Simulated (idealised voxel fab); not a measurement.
You're looking at the process module voxel capacitor over wiring.
Square cell edge 5 nm, section width 280 nm, ID cut.
A cross-section is a grid of square cells, given in bands from the top down. A band is one or more rows of cells.
A band entry consists of two parts. The first gives the height of the band's top and the height of its bottom, in nm. The rest lists the band's materials from left to right, each with its width in nm. A single material labelled with the word "throughout" fills the band from edge to edge, and the word "air" marks empty space.
Beneath 0, the wafer as received is one material, and that level is where height counting begins. The lowest band goes on downward without a bottom; it is written like "top 0, no bottom".
A width such as "30..40" changes by the same amount from each row of cells to the next, from the band's top row to its bottom row.
Where a step carries "remained the same", the cross-section came out of it unchanged, cell for cell.
The entry titled "Closed internal voids" provides the empty spaces that have no open way to the top, restricted to those of 8 cells or more. Each is presented as width x height at distance, the distance being measured from the left edge, with all three in nm.
Formally, on a step line, whatever follows the settings is a remark that the simulator itself makes on the step.
The "overlay nm" setting may appear on a step's line; for a step that uses a mask, it gives how far to the right of its planned position the mask lay, and a negative value indicates the left.
Heads up before you read on: it's before/after pairs around one process step each, after side only down to the lowest band that changed, step plus settings under the pair. Pairs can be from different runs of this module, same starting wafer, so only chain a pair onto the one above if its "Pre-step" entry says so.
Pre-step:
	top 0, no bottom  Si throughout
	Closed internal voids: none
As Processed:
	top 15, bottom 0  SiO2 throughout
	Below a height of 0, the structure has not been altered.
	Closed internal voids: none
What step was run between the cross-section before it and the cross-section after it, both above? CONFORMAL_DEP (material SiO2; thk nm 15)
Pre-step: The pre-step condition corresponds to the post-step cross-section depicted in the pair directly above.
As Processed:
	top 20, bottom 15  TiN throughout
	Below a height of 15, the structure has not been altered.
	Closed internal voids: none
What step was run between the cross-section before it and the cross-section after it, both above? DIRECTIONAL_DEP (material TiN; thk nm 5)
Pre-step: The pre-step condition corresponds to the post-step cross-section depicted in the pair directly above.
As Processed:
	top 40, bottom 20  W throughout
	Below a height of 20, the structure has not been altered.
	Closed internal voids: none
What step was run between the cross-section before it and the cross-section after it, both above? DIRECTIONAL_DEP (material W; thk nm 20)
Pre-step: The pre-step condition corresponds to the post-step cross-section depicted in the pair directly above.
As Processed:
	top 50, bottom 40  aC throughout
	Below a height of 40, the structure has not been altered.
	Closed internal voids: none
What step was run between the cross-section before it and the cross-section after it, both above? DIRECTIONAL_DEP (material aC; thk nm 10)
Pre-step: The pre-step condition corresponds to the post-step cross-section depicted in the pair directly above.
As Processed:
	top 80, bottom 50  75 air | 30 resist | 70 air | 30 resist | 75 air
	Below a height of 50, the structure has not been altered.
	Closed internal voids: none
What step was run between the cross-section before it and the cross-section after it, both above? PATTERN (tone cover; mask id METAL_1; material resist; width nm 30; pitch nm 100; thk nm 30; overlay nm 0)
Pre-step: The pre-step condition corresponds to the post-step cross-section depicted in the pair directly above.
As Processed:
	top 70, bottom 50  75 air | 30 resist | 70 air | 30 resist | 75 air
	top 50, bottom 40  75 air | 30 aC | 70 air | 30 aC | 75 air
	Below a height of 40, the structure has not been altered.
	Closed internal voids: none
What step was run between the cross-section before it and the cross-section after it, both above? DIRECTIONAL_ETCH (etch materials aC; depth nm 10)
Pre-step: The pre-step condition corresponds to the post-step cross-section depicted in the pair directly above.
As Processed:
	top 50, bottom 40  75 air | 30 aC | 70 air | 30 aC | 75 air
	Below a height of 40, the structure has not been altered.
	Closed internal voids: none
What step was run between the cross-section before it and the cross-section after it, both above? STRIP (etch materials resist)
Pre-step: The pre-step condition corresponds to the post-step cross-section depicted in the pair directly above.
As Processed:
	top 50, bottom 40  75 air | 30 aC | 70 air | 30 aC | 75 air
	top 40, bottom 20  75 air | 30 W | 70 air | 30 W | 75 air
	Below a height of 20, the structure has not been altered.
	Closed internal voids: none
What step was run between the cross-section before it and the cross-section after it, both above? DIRECTIONAL_ETCH (etch materials W; depth nm 20)
Pre-step: The pre-step condition corresponds to the post-step cross-section depicted in the pair directly above.
As Processed:
	top 50, bottom 40  75 air | 30 aC | 70 air | 30 aC | 75 air
	top 40, bottom 20  75 air | 30 W | 70 air | 30 W | 75 air
	top 20, bottom 15  75 air | 30 TiN | 70 air | 30 TiN | 75 air
	Below a height of 15, the structure has not been altered.
	Closed internal voids: none
What step was run between the cross-section before it and the cross-section after it, both above? DIRECTIONAL_ETCH (etch materials TiN; depth nm 5)
Pre-step: The pre-step condition corresponds to the post-step cross-section depicted in the pair directly above.
As Processed:
	top 40, bottom 20  75 air | 30 W | 70 air | 30 W | 75 air
	Below a height of 20, the structure has not been altered.
	Closed internal voids: none
What step was run between the cross-section before it and the cross-section after it, both above? STRIP (etch materials aC)
Pre-step: The pre-step condition corresponds to the post-step cross-section depicted in the pair directly above.
As Processed:
	top 45, bottom 40  SiO2 throughout
	top 40, bottom 20  75 SiO2 | 30 W | 70 SiO2 | 30 W | 75 SiO2
	top 20, bottom 15  75 SiO2 | 30 TiN | 70 SiO2 | 30 TiN | 75 SiO2
	Below a height of 15, the structure has not been altered.
	Closed internal voids: none
What step was run between the cross-section before it and the cross-section after it, both above? FILL_DEP (material SiO2; thk nm 5)
Pre-step: The pre-step condition corresponds to the post-step cross-section depicted in the pair directly above.
As Processed:
	top 40, bottom 20  75 SiO2 | 30 W | 70 SiO2 | 30 W | 75 SiO2
	Below a height of 20, the structure has not been altered.
	Closed internal voids: none
What step was run between the cross-section before it and the cross-section after it, both above? CMP (height nm 40)
Pre-step: The pre-step condition corresponds to the post-step cross-section depicted in the pair directly above.
As Processed:
	top 45, bottom 40  SiCN throughout
	Below a height of 40, the structure has not been altered.
	Closed internal voids: none
What step was run between the cross-section before it and the cross-section after it, both above? CONFORMAL_DEP (material SiCN; thk nm 5)
Pre-step: The pre-step condition corresponds to the post-step cross-section depicted in the pair directly above.
As Processed:
	top 65, bottom 45  SiO2 throughout
	Below a height of 45, the structure has not been altered.
	Closed internal voids: none
What step was run between the cross-section before it and the cross-section after it, both above? DIRECTIONAL_DEP (material SiO2; thk nm 20)
Pre-step: The pre-step condition corresponds to the post-step cross-section depicted in the pair directly above.
As Processed:
	top 80, bottom 65  90 resist | 15 air | 175 resist
	Below a height of 65, the structure has not been altered.
	Closed internal voids: none
What step was run between the cross-section before it and the cross-section after it, both above? PATTERN (tone open; mask id PLUG_1; material resist; width nm 15; thk nm 15; overlay nm 0)
Pre-step: The pre-step condition corresponds to the post-step cross-section depicted in the pair directly above.
As Processed:
	top 80, bottom 65  90 resist | 15 air | 175 resist
	top 65, bottom 45  90 SiO2 | 15 air | 175 SiO2
	Below a height of 45, the structure has not been altered.
	Closed internal voids: none
What step was run between the cross-section before it and the cross-section after it, both above? DIRECTIONAL_ETCH (etch materials SiO2; depth nm 20)
Pre-step: The pre-step condition corresponds to the post-step cross-section depicted in the pair directly above.
As Processed:
	top 80, bottom 65  90 resist | 15 air | 175 resist
	top 65, bottom 45  90 SiO2 | 15 air | 175 SiO2
	top 45, bottom 40  90 SiCN | 15 air | 175 SiCN
	Below a height of 40, the structure has not been altered.
	Closed internal voids: none
What step was run between the cross-section before it and the cross-section after it, both above? DIRECTIONAL_ETCH (etch materials SiCN; depth nm 5)
Pre-step: The pre-step condition corresponds to the post-step cross-section depicted in the pair directly above.
As Processed:
	top 65, bottom 45  90 SiO2 | 15 air | 175 SiO2
	Below a height of 45, the structure has not been altered.
	Closed internal voids: none
What step was run between the cross-section before it and the cross-section after it, both above? STRIP (etch materials resist)
Pre-step: The pre-step condition corresponds to the post-step cross-section depicted in the pair directly above.
As Processed:
	top 70, bottom 65  95 TiN | 5 air | 180 TiN
	top 65, bottom 45  90 SiO2 | 5 TiN | 5 air | 5 TiN | 175 SiO2
	top 45, bottom 40  90 SiCN | 15 TiN | 175 SiCN
	Below a height of 40, the structure has not been altered.
	Closed internal voids: none
What step was run between the cross-section before it and the cross-section after it, both above? CONFORMAL_DEP (material TiN; thk nm 5)
Pre-step: The pre-step condition corresponds to the post-step cross-section depicted in the pair directly above.
As Processed:
	top 75, bottom 70  Cu throughout
	top 70, bottom 65  95 TiN | 5 Cu | 180 TiN
	top 65, bottom 45  90 SiO2 | 5 TiN | 5 Cu | 5 TiN | 175 SiO2
	Below a height of 45, the structure has not been altered.
	Closed internal voids: none
What step was run between the cross-section before it and the cross-section after it, both above? FILL_DEP (material Cu; thk nm 5)
Pre-step: The pre-step condition corresponds to the post-step cross-section depicted in the pair directly above.
As Processed:
	top 65, bottom 45  90 SiO2 | 5 TiN | 5 Cu | 5 TiN | 175 SiO2
	Below a height of 45, the structure has not been altered.
	Closed internal voids: none
What step was run between the cross-section before it and the cross-section after it, both above? CMP (height nm 65)
Pre-step: The pre-step condition corresponds to the post-step cross-section depicted in the pair directly above.
As Processed:
	top 75, bottom 65  TiN throughout
	Below a height of 65, the structure has not been altered.
	Closed internal voids: none
What step was run between the cross-section before it and the cross-section after it, both above? DIRECTIONAL_DEP (material TiN; thk nm 10)
Pre-step: The pre-step condition corresponds to the post-step cross-section depicted in the pair directly above.
As Processed:
	top 80, bottom 75  HfO2 throughout
	Below a height of 75, the structure has not been altered.
	Closed internal voids: none
What step was run between the cross-section before it and the cross-section after it, both above? DIRECTIONAL_DEP (material HfO2; thk nm 5)
Pre-step: The pre-step condition corresponds to the post-step cross-section depicted in the pair directly above.
As Processed:
	top 85, bottom 80  TiN throughout
	Below a height of 80, the structure has not been altered.
	Closed internal voids: none
What step was run between the cross-section before it and the cross-section after it, both above? DIRECTIONAL_DEP (material TiN; thk nm 5)
Pre-step: The pre-step condition corresponds to the post-step cross-section depicted in the pair directly above.
As Processed:
	top 100, bottom 85  aC throughout
	Below a height of 85, the structure has not been altered.
	Closed internal voids: none
What step was run between the cross-section before it and the cross-section after it, both above? DIRECTIONAL_DEP (material aC; thk nm 15)
Pre-step: The pre-step condition corresponds to the post-step cross-section depicted in the pair directly above.
As Processed:
	top 130, bottom 100  90 air | 75 resist | 115 air
	Below a height of 100, the structure has not been altered.
	Closed internal voids: none
What step was run between the cross-section before it and the cross-section after it, both above? PATTERN (tone cover; mask id UPPER_PLATE; material resist; width nm 75; thk nm 30; overlay nm 0)
Pre-step: The pre-step condition corresponds to the post-step cross-section depicted in the pair directly above.
As Processed:
	top 115, bottom 100  90 air | 75 resist | 115 air
	top 100, bottom 85  90 air | 75 aC | 115 air
	Below a height of 85, the structure has not been altered.
	Closed internal voids: none
What step was run between the cross-section before it and the cross-section after it, both above? DIRECTIONAL_ETCH (etch materials aC; depth nm 15)
Pre-step: The pre-step condition corresponds to the post-step cross-section depicted in the pair directly above.
As Processed:
	top 100, bottom 85  90 air | 75 aC | 115 air
	Below a height of 85, the structure has not been altered.
	Closed internal voids: none
What step was run between the cross-section before it and the cross-section after it, both above? STRIP (etch materials resist)
Pre-step: The pre-step condition corresponds to the post-step cross-section depicted in the pair directly above.
As Processed:
	top 100, bottom 85  90 air | 75 aC | 115 air
	top 85, bottom 80  90 air | 75 TiN | 115 air
	Below a height of 80, the structure has not been altered.
	Closed internal voids: none
What step was run between the cross-section before it and the cross-section after it, both above? DIRECTIONAL_ETCH (etch materials TiN; depth nm 5)
Pre-step: The pre-step condition corresponds to the post-step cross-section depicted in the pair directly above.
As Processed:
	top 100, bottom 85  90 air | 75 aC | 115 air
	top 85, bottom 80  90 air | 75 TiN | 115 air
	top 80, bottom 75  90 air | 75 HfO2 | 115 air
	Below a height of 75, the structure has not been altered.
	Closed internal voids: none
What step was run between the cross-section before it and the cross-section after it, both above? DIRECTIONAL_ETCH (etch materials HfO2; depth nm 5)
Pre-step: The pre-step condition corresponds to the post-step cross-section depicted in the pair directly above.
As Processed:
	top 85, bottom 80  90 air | 75 TiN | 115 air
	Below a height of 80, the structure has not been altered.
	Closed internal voids: none
What step was run between the cross-section before it and the cross-section after it, both above? STRIP (etch materials aC)
Pre-step: The pre-step condition corresponds to the post-step cross-section depicted in the pair directly above.
As Processed:
	top 85, bottom 80  90 air | 75 TiN | 115 air
	top 80, bottom 75  90 air | 75 HfO2 | 115 air
	top 75, bottom 65  85 air | 85 TiN | 110 air
	Below a height of 65, the structure has not been altered.
	Closed internal voids: none
What step was run between the cross-section before it and the cross-section after it, both above? MASKED_ETCH (tone cover; mask id LOWER_PLATE; width nm 85; etch materials TiN; depth nm 10; overlay nm 0)
Pre-step: The pre-step condition corresponds to the post-step cross-section depicted in the pair directly above.
As Processed:
	top 105, bottom 85  SiO2 throughout
	top 85, bottom 80  90 SiO2 | 75 TiN | 115 SiO2
	top 80, bottom 75  90 SiO2 | 75 HfO2 | 115 SiO2
	top 75, bottom 65  85 SiO2 | 85 TiN | 110 SiO2
	Below a height of 65, the structure has not been altered.
	Closed internal voids: none
What step was run between the cross-section before it and the cross-section after it, both above? FILL_DEP (material SiO2; thk nm 20)
Pre-step: The pre-step condition corresponds to the post-step cross-section depicted in the pair directly above.
As Processed:
	top 100, bottom 85  SiO2 throughout
	Below a height of 85, the structure has not been altered.
	Closed internal voids: none
What step was run between the cross-section before it and the cross-section after it, both above? CMP (height nm 100)
Pre-step: The pre-step condition corresponds to the post-step cross-section depicted in the pair directly above.
As Processed:
	top 115, bottom 100  aC throughout
	Below a height of 100, the structure has not been altered.
	Closed internal voids: none
What step was run between the cross-section before it and the cross-section after it, both above? DIRECTIONAL_DEP (material aC; thk nm 15)
Pre-step: The pre-step condition corresponds to the post-step cross-section depicted in the pair directly above.
As Processed:
	top 150, bottom 115  100 resist | 15 air | 165 resist
	Below a height of 115, the structure has not been altered.
	Closed internal voids: none
What step was run between the cross-section before it and the cross-section after it, both above? PATTERN (tone open; mask id PLUG_2; material resist; width nm 15; thk nm 35; overlay nm 0)
Pre-step: The pre-step condition corresponds to the post-step cross-section depicted in the pair directly above.
As Processed:
	top 135, bottom 115  100 resist | 15 air | 165 resist
	top 115, bottom 100  100 aC | 15 air | 165 aC
	Below a height of 100, the structure has not been altered.
	Closed internal voids: none
What step was run between the cross-section before it and the cross-section after it, both above? DIRECTIONAL_ETCH (etch materials aC; depth nm 15)
Pre-step: The pre-step condition corresponds to the post-step cross-section depicted in the pair directly above.
As Processed:
	top 115, bottom 100  100 aC | 15 air | 165 aC
	Below a height of 100, the structure has not been altered.
	Closed internal voids: none
What step was run between the cross-section before it and the cross-section after it, both above? STRIP (etch materials resist)
Pre-step: The pre-step condition corresponds to the post-step cross-section depicted in the pair directly above.
As Processed:
	top 115, bottom 100  100 aC | 15 air | 165 aC
	top 100, bottom 85  100 SiO2 | 15 air | 165 SiO2
	Below a height of 85, the structure has not been altered.
	Closed internal voids: none
What step was run between the cross-section before it and the cross-section after it, both above? DIRECTIONAL_ETCH (etch materials SiO2; depth nm 15)
Pre-step: The pre-step condition corresponds to the post-step cross-section depicted in the pair directly above.
As Processed:
	top 100, bottom 85  100 SiO2 | 15 air | 165 SiO2
	Below a height of 85, the structure has not been altered.
	Closed internal voids: none
What step was run between the cross-section before it and the cross-section after it, both above? STRIP (etch materials aC)
Pre-step: The pre-step condition corresponds to the post-step cross-section depicted in the pair directly above.
As Processed:
	top 105, bottom 100  105 TiN | 5 air | 170 TiN
	top 100, bottom 90  100 SiO2 | 5 TiN | 5 air | 5 TiN | 165 SiO2
	top 90, bottom 80  100..90 SiO2 | 15..75 TiN | 165..115 SiO2
	Below a height of 80, the structure has not been altered.
	Closed internal voids: none
What step was run between the cross-section before it and the cross-section after it, both above? CONFORMAL_DEP (material TiN; thk nm 5)
Pre-step: The pre-step condition corresponds to the post-step cross-section depicted in the pair directly above.
As Processed:
	top 115, bottom 105  Ru throughout
	top 105, bottom 100  105 TiN | 5 Ru | 170 TiN
	top 100, bottom 90  100 SiO2 | 5 TiN | 5 Ru | 5 TiN | 165 SiO2
	Below a height of 90, the structure has not been altered.
	Closed internal voids: none
What step was run between the cross-section before it and the cross-section after it, both above? FILL_DEP (material Ru; thk nm 10)
Pre-step: The pre-step condition corresponds to the post-step cross-section depicted in the pair directly above.
As Processed:
	top 100, bottom 90  100 SiO2 | 5 TiN | 5 Ru | 5 TiN | 165 SiO2
	Below a height of 90, the structure has not been altered.
	Closed internal voids: none
What step was run between the cross-section before it and the cross-section after it, both above? CMP (height nm 100)
Pre-step: The pre-step condition corresponds to the post-step cross-section depicted in the pair directly above.
As Processed:
	top 105, bottom 100  SiCN throughout
	Below a height of 100, the structure has not been altered.
	Closed internal voids: none
What step was run between the cross-section before it and the cross-section after it, both above? CONFORMAL_DEP (material SiCN; thk nm 5)
Pre-step:
	top 80, bottom 75  HfO2 throughout
	top 75, bottom 65  TiN throughout
	top 65, bottom 45  90 SiO2 | 5 TiN | 5 Cu | 5 TiN | 175 SiO2
	top 45, bottom 40  90 SiCN | 15 TiN | 175 SiCN
	top 40, bottom 20  75 SiO2 | 30 W | 70 SiO2 | 30 W | 75 SiO2
	top 20, bottom 15  75 SiO2 | 30 TiN | 70 SiO2 | 30 TiN | 75 SiO2
	top 15, bottom 0  SiO2 throughout
	top 0, no bottom  Si throughout
	Closed internal voids: none
As Processed:
	top 95, bottom 80  aC throughout
	Below a height of 80, the structure has not been altered.
	Closed internal voids: none
What step was run between the cross-section before it and the cross-section after it, both above? DIRECTIONAL_DEP (material aC; thk nm 15)
Pre-step: The pre-step condition corresponds to the post-step cross-section depicted in the pair directly above.
As Processed:
	top 125, bottom 95  90 air | 75 resist | 115 air
	Below a height of 95, the structure has not been altered.
	Closed internal voids: none
What step was run between the cross-section before it and the cross-section after it, both above? PATTERN (tone cover; mask id UPPER_PLATE; material resist; width nm 75; thk nm 30; overlay nm 0)
Pre-step: The pre-step condition corresponds to the post-step cross-section depicted in the pair directly above.
As Processed:
	top 110, bottom 95  90 air | 75 resist | 115 air
	top 95, bottom 80  90 air | 75 aC | 115 air
	Below a height of 80, the structure has not been altered.
	Closed internal voids: none
What step was run between the cross-section before it and the cross-section after it, both above? DIRECTIONAL_ETCH (etch materials aC; depth nm 15)
Pre-step: The pre-step condition corresponds to the post-step cross-section depicted in the pair directly above.
As Processed:
	top 95, bottom 80  90 air | 75 aC | 115 air
	Below a height of 80, the structure has not been altered.
	Closed internal voids: none
What step was run between the cross-section before it and the cross-section after it, both above? STRIP (etch materials resist)
Pre-step: The pre-step condition corresponds to the post-step cross-section depicted in the pair directly above.
As Processed:
	top 95, bottom 80  90 air | 75 aC | 115 air
	top 80, bottom 75  90 air | 75 HfO2 | 115 air
	Below a height of 75, the structure has not been altered.
	Closed internal voids: none
What step was run between the cross-section before it and the cross-section after it, both above? DIRECTIONAL_ETCH (etch materials HfO2; depth nm 5)
Pre-step: The pre-step condition corresponds to the post-step cross-section depicted in the pair directly above.
As Processed:
	top 80, bottom 75  90 air | 75 HfO2 | 115 air
	Below a height of 75, the structure has not been altered.
	Closed internal voids: none
What step was run between the cross-section before it and the cross-section after it, both above? STRIP (etch materials aC)
Pre-step: The pre-step condition corresponds to the post-step cross-section depicted in the pair directly above.
As Processed:
	top 80, bottom 75  90 air | 75 HfO2 | 115 air
	top 75, bottom 65  85 air | 85 TiN | 110 air
	Below a height of 65, the structure has not been altered.
	Closed internal voids: none
What step was run between the cross-section before it and the cross-section after it, both above? MASKED_ETCH (tone cover; mask id LOWER_PLATE; width nm 85; etch materials TiN; depth nm 10; overlay nm 0)
Pre-step: The pre-step condition corresponds to the post-step cross-section depicted in the pair directly above.
As Processed:
	top 100, bottom 80  SiO2 throughout
	top 80, bottom 75  90 SiO2 | 75 HfO2 | 115 SiO2
	top 75, bottom 65  85 SiO2 | 85 TiN | 110 SiO2
	Below a height of 65, the structure has not been altered.
	Closed internal voids: none
What step was run between the cross-section before it and the cross-section after it, both above? FILL_DEP (material SiO2; thk nm 20)
Pre-step: The pre-step condition corresponds to the post-step cross-section depicted in the pair directly above.
As Processed:
	top 115, bottom 100  aC throughout
	Below a height of 100, the structure has not been altered.
	Closed internal voids: none
What step was run between the cross-section before it and the cross-section after it, both above? DIRECTIONAL_DEP (material aC; thk nm 15)
Pre-step: The pre-step condition corresponds to the post-step cross-section depicted in the pair directly above.
As Processed:
	top 150, bottom 115  100 resist | 15 air | 165 resist
	Below a height of 115, the structure has not been altered.
	Closed internal voids: none
What step was run between the cross-section before it and the cross-section after it, both above? PATTERN (tone open; mask id PLUG_2; material resist; width nm 15; thk nm 35; overlay nm 0)
Pre-step: The pre-step condition corresponds to the post-step cross-section depicted in the pair directly above.
As Processed:
	top 135, bottom 115  100 resist | 15 air | 165 resist
	top 115, bottom 100  100 aC | 15 air | 165 aC
	Below a height of 100, the structure has not been altered.
	Closed internal voids: none
What step was run between the cross-section before it and the cross-section after it, both above? DIRECTIONAL_ETCH (etch materials aC; depth nm 15)
Pre-step: The pre-step condition corresponds to the post-step cross-section depicted in the pair directly above.
As Processed:
	top 115, bottom 100  100 aC | 15 air | 165 aC
	Below a height of 100, the structure has not been altered.
	Closed internal voids: none
What step was run between the cross-section before it and the cross-section after it, both above? STRIP (etch materials resist)
Pre-step: The pre-step condition corresponds to the post-step cross-section depicted in the pair directly above.
As Processed:
	top 115, bottom 100  100 aC | 15 air | 165 aC
	top 100, bottom 85  100 SiO2 | 15 air | 165 SiO2
	Below a height of 85, the structure has not been altered.
	Closed internal voids: none
What step was run between the cross-section before it and the cross-section after it, both above? DIRECTIONAL_ETCH (etch materials SiO2; depth nm 15)
Pre-step: The pre-step condition corresponds to the post-step cross-section depicted in the pair directly above.
As Processed:
	top 100, bottom 85  100 SiO2 | 15 air | 165 SiO2
	Below a height of 85, the structure has not been altered.
	Closed internal voids: none
What step was run between the cross-section before it and the cross-section after it, both above? STRIP (etch materials aC)
Pre-step: The pre-step condition corresponds to the post-step cross-section depicted in the pair directly above.
As Processed:
	top 105, bottom 100  105 TiN | 5 air | 170 TiN
	top 100, bottom 90  100 SiO2 | 5 TiN | 5 air | 5 TiN | 165 SiO2
	top 90, bottom 85  100 SiO2 | 15 TiN | 165 SiO2
	Below a height of 85, the structure has not been altered.
	Closed internal voids: none
What step was run between the cross-section before it and the cross-section after it, both above? CONFORMAL_DEP (material TiN; thk nm 5)
Pre-step: The pre-step condition corresponds to the post-step cross-section depicted in the pair directly above.
As Processed:
	top 115, bottom 105  Ru throughout
	top 105, bottom 100  105 TiN | 5 Ru | 170 TiN
	top 100, bottom 90  100 SiO2 | 5 TiN | 5 Ru | 5 TiN | 165 SiO2
	Below a height of 90, the structure has not been altered.
	Closed internal voids: none
What step was run between the cross-section before it and the cross-section after it, both above? FILL_DEP (material Ru; thk nm 10)
Pre-step: The pre-step condition corresponds to the post-step cross-section depicted in the pair directly above.
As Processed:
	top 100, bottom 90  100 SiO2 | 5 TiN | 5 Ru | 5 TiN | 165 SiO2
	Below a height of 90, the structure has not been altered.
	Closed internal voids: none
What step was run between the cross-section before it and the cross-section after it, both above? CMP (height nm 100)
Pre-step: The pre-step condition corresponds to the post-step cross-section depicted in the pair directly above.
As Processed:
	top 105, bottom 100  SiCN throughout
	Below a height of 100, the structure has not been altered.
	Closed internal voids: none
What step was run between the cross-section before it and the cross-section after it, both above? CONFORMAL_DEP (material SiCN; thk nm 5)
Pre-step:
	top 15, bottom 0  SiO2 throughout
	top 0, no bottom  Si throughout
	Closed internal voids: none
As Processed:
	top 30, bottom 0  SiO2 throughout
	Below a height of 0, the structure has not been altered.
	Closed internal voids: none
What step was run between the cross-section before it and the cross-section after it, both above? CONFORMAL_DEP (material SiO2; thk nm 15)
Pre-step: The pre-step condition corresponds to the post-step cross-section depicted in the pair directly above.
As Processed:
	top 35, bottom 30  TiN throughout
	Below a height of 30, the structure has not been altered.
	Closed internal voids: none
What step was run between the cross-section before it and the cross-section after it, both above? DIRECTIONAL_DEP (material TiN; thk nm 5)
Pre-step: The pre-step condition corresponds to the post-step cross-section depicted in the pair directly above.
As Processed:
	top 55, bottom 35  W throughout
	Below a height of 35, the structure has not been altered.
	Closed internal voids: none
What step was run between the cross-section before it and the cross-section after it, both above? DIRECTIONAL_DEP (material W; thk nm 20)
Pre-step: The pre-step condition corresponds to the post-step cross-section depicted in the pair directly above.
As Processed:
	top 65, bottom 55  aC throughout
	Below a height of 55, the structure has not been altered.
	Closed internal voids: none
What step was run between the cross-section before it and the cross-section after it, both above? DIRECTIONAL_DEP (material aC; thk nm 10)
Pre-step: The pre-step condition corresponds to the post-step cross-section depicted in the pair directly above.
As Processed:
	top 95, bottom 65  75 air | 30 resist | 70 air | 30 resist | 75 air
	Below a height of 65, the structure has not been altered.
	Closed internal voids: none
What step was run between the cross-section before it and the cross-section after it, both above? PATTERN (tone cover; mask id METAL_1; material resist; width nm 30; pitch nm 100; thk nm 30; overlay nm 0)
Pre-step: The pre-step condition corresponds to the post-step cross-section depicted in the pair directly above.
As Processed:
	top 85, bottom 65  75 air | 30 resist | 70 air | 30 resist | 75 air
	top 65, bottom 55  75 air | 30 aC | 70 air | 30 aC | 75 air
	Below a height of 55, the structure has not been altered.
	Closed internal voids: none
What step was run between the cross-section before it and the cross-section after it, both above? DIRECTIONAL_ETCH (etch materials aC; depth nm 10)
Pre-step: The pre-step condition corresponds to the post-step cross-section depicted in the pair directly above.
As Processed:
	top 65, bottom 55  75 air | 30 aC | 70 air | 30 aC | 75 air
	Below a height of 55, the structure has not been altered.
	Closed internal voids: none
What step was run between the cross-section before it and the cross-section after it, both above? STRIP (etch materials resist)
Pre-step: The pre-step condition corresponds to the post-step cross-section depicted in the pair directly above.
As Processed:
	top 65, bottom 55  75 air | 30 aC | 70 air | 30 aC | 75 air
	top 55, bottom 35  75 air | 30 W | 70 air | 30 W | 75 air
	Below a height of 35, the structure has not been altered.
	Closed internal voids: none
What step was run between the cross-section before it and the cross-section after it, both above? DIRECTIONAL_ETCH (etch materials W; depth nm 20)
Pre-step: The pre-step condition corresponds to the post-step cross-section depicted in the pair directly above.
As Processed:
	top 65, bottom 55  75 air | 30 aC | 70 air | 30 aC | 75 air
	top 55, bottom 35  75 air | 30 W | 70 air | 30 W | 75 air
	top 35, bottom 30  75 air | 30 TiN | 70 air | 30 TiN | 75 air
	Below a height of 30, the structure has not been altered.
	Closed internal voids: none
What step was run between the cross-section before it and the cross-section after it, both above? DIRECTIONAL_ETCH (etch materials TiN; depth nm 5)
Pre-step: The pre-step condition corresponds to the post-step cross-section depicted in the pair directly above.
As Processed:
	top 55, bottom 35  75 air | 30 W | 70 air | 30 W | 75 air
	Below a height of 35, the structure has not been altered.
	Closed internal voids: none
What step was run between the cross-section before it and the cross-section after it, both above? STRIP (etch materials aC)
Pre-step: The pre-step condition corresponds to the post-step cross-section depicted in the pair directly above.
As Processed:
	top 60, bottom 55  SiO2 throughout
	top 55, bottom 35  75 SiO2 | 30 W | 70 SiO2 | 30 W | 75 SiO2
	top 35, bottom 30  75 SiO2 | 30 TiN | 70 SiO2 | 30 TiN | 75 SiO2
	Below a height of 30, the structure has not been altered.
	Closed internal voids: none
What step was run between the cross-section before it and the cross-section after it, both above? FILL_DEP (material SiO2; thk nm 5)
Pre-step: The pre-step condition corresponds to the post-step cross-section depicted in the pair directly above.
As Processed:
	top 40, bottom 35  75 SiO2 | 30 W | 70 SiO2 | 30 W | 75 SiO2
	Below a height of 35, the structure has not been altered.
	Closed internal voids: none
What step was run between the cross-section before it and the cross-section after it, both above? CMP (height nm 40)
Pre-step: The pre-step condition corresponds to the post-step cross-section depicted in the pair directly above.
As Processed:
	top 45, bottom 40  SiCN throughout
	Below a height of 40, the structure has not been altered.
	Closed internal voids: none
What step was run between the cross-section before it and the cross-section after it, both above? CONFORMAL_DEP (material SiCN; thk nm 5)
Pre-step: The pre-step condition corresponds to the post-step cross-section depicted in the pair directly above.
As Processed:
	top 65, bottom 45  SiO2 throughout
	Below a height of 45, the structure has not been altered.
	Closed internal voids: none
What step was run between the cross-section before it and the cross-section after it, both above? DIRECTIONAL_DEP (material SiO2; thk nm 20)
Pre-step: The pre-step condition corresponds to the post-step cross-section depicted in the pair directly above.
As Processed:
	top 80, bottom 65  90 resist | 15 air | 175 resist
	Below a height of 65, the structure has not been altered.
	Closed internal voids: none
What step was run between the cross-section before it and the cross-section after it, both above? PATTERN (tone open; mask id PLUG_1; material resist; width nm 15; thk nm 15; overlay nm 0)
Pre-step: The pre-step condition corresponds to the post-step cross-section depicted in the pair directly above.
As Processed:
	top 80, bottom 65  90 resist | 15 air | 175 resist
	top 65, bottom 45  90 SiO2 | 15 air | 175 SiO2
	Below a height of 45, the structure has not been altered.
	Closed internal voids: none
What step was run between the cross-section before it and the cross-section after it, both above? DIRECTIONAL_ETCH (etch materials SiO2; depth nm 20)
Pre-step: The pre-step condition corresponds to the post-step cross-section depicted in the pair directly above.
As Processed:
	top 80, bottom 65  90 resist | 15 air | 175 resist
	top 65, bottom 45  90 SiO2 | 15 air | 175 SiO2
	top 45, bottom 40  90 SiCN | 15 air | 175 SiCN
	Below a height of 40, the structure has not been altered.
	Closed internal voids: none
What step was run between the cross-section before it and the cross-section after it, both above? DIRECTIONAL_ETCH (etch materials SiCN; depth nm 5)
Pre-step: The pre-step condition corresponds to the post-step cross-section depicted in the pair directly above.
As Processed:
	top 65, bottom 45  90 SiO2 | 15 air | 175 SiO2
	Below a height of 45, the structure has not been altered.
	Closed internal voids: none
What step was run between the cross-section before it and the cross-section after it, both above? STRIP (etch materials resist)
Pre-step: The pre-step condition corresponds to the post-step cross-section depicted in the pair directly above.
As Processed:
	top 70, bottom 65  95 TiN | 5 air | 180 TiN
	top 65, bottom 45  90 SiO2 | 5 TiN | 5 air | 5 TiN | 175 SiO2
	top 45, bottom 40  90 SiCN | 15 TiN | 175 SiCN
	Below a height of 40, the structure has not been altered.
	Closed internal voids: none
What step was run between the cross-section before it and the cross-section after it, both above? CONFORMAL_DEP (material TiN; thk nm 5)
Pre-step: The pre-step condition corresponds to the post-step cross-section depicted in the pair directly above.
As Processed:
	top 75, bottom 70  Cu throughout
	top 70, bottom 65  95 TiN | 5 Cu | 180 TiN
	top 65, bottom 45  90 SiO2 | 5 TiN | 5 Cu | 5 TiN | 175 SiO2
	Below a height of 45, the structure has not been altered.
	Closed internal voids: none
What step was run between the cross-section before it and the cross-section after it, both above? FILL_DEP (material Cu; thk nm 5)
Pre-step: The pre-step condition corresponds to the post-step cross-section depicted in the pair directly above.
As Processed:
	top 65, bottom 45  90 SiO2 | 5 TiN | 5 Cu | 5 TiN | 175 SiO2
	Below a height of 45, the structure has not been altered.
	Closed internal voids: none
What step was run between the cross-section before it and the cross-section after it, both above? CMP (height nm 65)
